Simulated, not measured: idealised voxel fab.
Herein follows the process module entitled voxel self aligned contacts.
Cross-section cut spans 170 nm and uses square cells 5 nm in size.
Bands, listed from the top down, are how a cross-section gets written in this document; the cross-section itself is a grid of square cells, and a band is one or more rows of them.
The entry gives the band's vertical extent as a top height and a bottom height in nm, then its horizontal make-up as materials from left to right, each with a width in nm. "empty" stands for empty space; a single material marked "edge to edge" fills the band edge to edge.
Note: height 0 marks the level under which the wafer is uniformly one material as received. Lowest band unbounded below, written "z 0 and below".
A width such as "30..40" changes by the same amount from each row of cells to the next, from the band's top row to its bottom row.
It should be understood that the words "nothing different", when stated for a given step, signify that the cross-section underwent no change in any of its cells during that step.
"Entrapped void list" - sealed voids, min. 8 cells, no opening to top; format: width x height at distance (distance from left edge; nm throughout).
Anything after a step's settings on that line? It's the simulator's own note about the step.
overlay nm: where the mask lay relative to plan, measured to the right, on steps with a mask; negatives go left.

These are the steps we planned for the process
1: RECEIVE with material Si
2: CONFORMAL_DEP with material SiO2, thk nm 5
3: DIRECTIONAL_DEP with material polySi, thk nm 30
4: DIRECTIONAL_DEP with material SiN, thk nm 15
5: MASKED_ETCH with tone cover, mask id GATE, width nm 25, pitch nm 50, etch materials SiN, depth nm 15, overlay nm 0
6: MASKED_ETCH with tone cover, mask id GATE, width nm 25, pitch nm 50, etch materials polySi, depth nm 30, overlay nm 0
7: CONFORMAL_DEP with material SiN, thk nm 5
8: DIRECTIONAL_ETCH with etch materials SiN, depth nm 5
9: FILL_DEP with material SiO2, thk nm 15
10: CMP with height nm 60
11: DIRECTIONAL_DEP with material aC, thk nm 10
12: PATTERN with tone open, mask id CONTACT, material resist, width nm 35, pitch nm 50, thk nm 30, overlay nm 0
13: DIRECTIONAL_ETCH with etch materials aC, depth nm 10
14: STRIP with etch materials resist
15: DIRECTIONAL_ETCH with etch materials SiO2, depth nm 60
16: STRIP with etch materials aC
17: CONFORMAL_DEP with material TiN, thk nm 5
18: FILL_DEP with material Ru, thk nm 5
19: CMP with height nm 60
20: CONFORMAL_DEP with material SiCN, thk nm 5

Cross-section of the wafer as it came to us, i.e., already through step 1
  z 0 and below | Si edge to edge
  Entrapped void list: none

first wafer at the end, as planned
  z 65 to 60 | SiCN edge to edge
  z 60 to 50 | 40 nm SiO2  5..15 nm TiN  25..5 nm Ru  5..15 nm TiN  15 nm SiO2  5..15 nm TiN  25..5 nm Ru  5..15 nm TiN  45 nm SiO2
  z 50 to 35 | 15 nm SiO2  35 nm SiN  5 nm TiN  5 nm Ru  5 nm TiN  35 nm SiN  5 nm TiN  5 nm Ru  5 nm TiN  35 nm SiN  20 nm SiO2
  z 35 to 5 | 15 nm SiO2  5 nm SiN  25 nm polySi  5 nm SiN  5 nm TiN  5 nm Ru  5 nm TiN  5 nm SiN  25 nm polySi  5 nm SiN  5 nm TiN  5 nm Ru  5 nm TiN  5 nm SiN  25 nm polySi  5 nm SiN  20 nm SiO2
  z 5 to 0 | 50 nm SiO2  15 nm TiN  35 nm SiO2  15 nm TiN  55 nm SiO2
  z 0 and below | Si edge to edge
  Entrapped void list: none

Cross-section at end of module for the second wafer of two, which matched the first in starting point and plan and differed by one mistake in its processing
  z 65 to 60 | SiCN edge to edge
  z 60 to 50 | 40 nm SiO2  5 nm TiN  25 nm Ru  5 nm TiN  15 nm SiO2  5 nm TiN  25 nm Ru  5 nm TiN  45 nm SiO2
  z 50 to 45 | 40 nm SiO2  15 nm TiN  5 nm Ru  15 nm TiN  15 nm SiO2  15 nm TiN  5 nm Ru  15 nm TiN  45 nm SiO2
  z 45 to 30 | 15 nm SiO2  35 nm SiN  5 nm TiN  5 nm Ru  5 nm TiN  35 nm SiN  5 nm TiN  5 nm Ru  5 nm TiN  35 nm SiN  20 nm SiO2
  z 30 to 5 | 15 nm SiO2  5 nm SiN  25 nm polySi  5 nm SiN  5 nm TiN  5 nm Ru  5 nm TiN  5 nm SiN  25 nm polySi  5 nm SiN  5 nm TiN  5 nm Ru  5 nm TiN  5 nm SiN  25 nm polySi  5 nm SiN  20 nm SiO2
  z 5 to 0 | 15 nm SiO2  5 nm SiN  25 nm polySi  5 nm SiN  15 nm TiN  5 nm SiN  25 nm polySi  5 nm SiN  15 nm TiN  5 nm SiN  25 nm polySi  5 nm SiN  20 nm SiO2
  z 0 and below | Si edge to edge
  Entrapped void list: none
In executing the process, a mistake was made relative to the plan: plan step 2 never ran because it was skipped
The closing comparison, in cells, has the second wafer with more or fewer of some materials than the first: Ru: 8 more; SiO2: 8 fewer
